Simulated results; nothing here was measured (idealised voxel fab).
process module | voxel self aligned vias
cross-section cut | 285 nm wide | cells 5 nm
A cross-section is a grid of square cells, given in bands from the top down. A band is one or more rows of cells.
Each band's line starts with the height of the band's top and of its bottom, in nm. Then come its materials from left to right, each with its width in nm. One material with "throughout" fills the band from edge to edge. "air" is empty space.
Height 0 is the level under which the wafer as received is all one material. The lowest band goes on downwards, as in "0 down".
A width such as "30 to 40" changes by the same amount from each row of cells to the next, from the band's top row to its bottom row.
"no change" after a step means that no cell of the cross-section changed.
closed voids: empty space of 8 cells or more with no open way to the top, each as width x height at its distance from the left edge, in nm
after a step's settings: what the simulator itself notes on the step
overlay nm, on a step with a mask: how far to the right of its planned place the mask lay; to the left if negative
plan
1 op RECEIVE | material Si
2 op CONFORMAL_DEP | material SiO2 | thk nm 15
3 op CONFORMAL_DEP | material SiCN | thk nm 5
4 op DIRECTIONAL_DEP | material SiO2 | thk nm 25
5 op DIRECTIONAL_DEP | material aC | thk nm 15
6 op PATTERN | tone open | mask id LINES | material resist | width nm 25 | pitch nm 60 | thk nm 35 | overlay nm 0
7 op DIRECTIONAL_ETCH | etch materials aC | depth nm 15
8 op STRIP | etch materials resist
9 op DIRECTIONAL_ETCH | etch materials SiO2 | depth nm 25
10 op STRIP | etch materials aC
11 op CONFORMAL_DEP | material TiN | thk nm 5
12 op FILL_DEP | material W | thk nm 5
13 op CMP | height nm 45
14 op SELECTIVE_ETCH | etch materials W Ru TiN | depth nm 10
15 op FILL_DEP | material SiN | thk nm 5
16 op CMP | height nm 45
17 op DIRECTIONAL_DEP | material SiO2 | thk nm 15
18 op MASKED_ETCH | tone open | mask id VIAS | width nm 35 | etch materials SiO2 | depth nm 15 | overlay nm 0
19 op MASKED_ETCH | tone open | mask id VIAS | width nm 35 | etch materials SiN | depth nm 5 | overlay nm 0
20 op CONFORMAL_DEP | material TiN | thk nm 5
21 op FILL_DEP | material Ru | thk nm 5
22 op CMP | height nm 60
23 op CONFORMAL_DEP | material SiN | thk nm 5
varied across the wafers: depth nm of step 19. The plan shows the first wafer's value. All wafers start alike
first wafer as received, after step 1
  0 down: Si throughout
  closed voids: none
first wafer at the end, after step 23
  65 to 60: SiN throughout
  60 to 50: SiO2 95 | TiN 5 | Ru 25 | TiN 5 | SiO2 155
  50 to 45: SiO2 95 | TiN 10 | Ru 15 | TiN 10 | SiO2 155
  45 to 40: SiO2 100 | TiN 25 | SiO2 35 | SiN 25 | SiO2 100
  40 to 35: SiO2 100 | SiN 25 | SiO2 35 | SiN 25 | SiO2 100
  35 to 25: SiO2 100 | TiN 5 | W 15 | TiN 5 | SiO2 35 | TiN 5 | W 15 | TiN 5 | SiO2 100
  25 to 20: SiO2 100 | TiN 25 | SiO2 35 | TiN 25 | SiO2 100
  20 to 15: SiCN throughout
  15 to 0: SiO2 throughout
  0 down: Si throughout
  closed voids: none
last wafer at the end
  65 to 60: SiN throughout
  60 to 50: SiO2 95 | TiN 5 | Ru 25 | TiN 5 | SiO2 155
  50 to 45: SiO2 95 | TiN 10 | Ru 15 | TiN 10 | SiO2 155
  45 to 40: SiO2 100 | TiN 5 | Ru 15 | TiN 5 | SiO2 35 | SiN 25 | SiO2 100
  40 to 35: SiO2 100 | TiN 25 | SiO2 35 | SiN 25 | SiO2 100
  35 to 25: SiO2 100 | TiN 5 | W 15 | TiN 5 | SiO2 35 | TiN 5 | W 15 | TiN 5 | SiO2 100
  25 to 20: SiO2 100 | TiN 25 | SiO2 35 | TiN 25 | SiO2 100
  20 to 15: SiCN throughout
  15 to 0: SiO2 throughout
  0 down: Si throughout
  closed voids: none
each wafer at the end: cells of each material gained (+) or lost (-) since it was received, then its closed voids
depth nm 5 | +13 Ru | +57 SiCN | +72 SiN | +556 SiO2 | +31 TiN | +12 W | closed voids: none
depth nm 10 | +16 Ru | +57 SiCN | +67 SiN | +556 SiO2 | +33 TiN | +12 W | closed voids: none
depth nm 15 | +16 Ru | +57 SiCN | +67 SiN | +556 SiO2 | +33 TiN | +12 W | closed voids: none
depth nm 20 | +16 Ru | +57 SiCN | +67 SiN | +556 SiO2 | +33 TiN | +12 W | closed voids: none
depth nm 25 | +16 Ru | +57 SiCN | +67 SiN | +556 SiO2 | +33 TiN | +12 W | closed voids: none
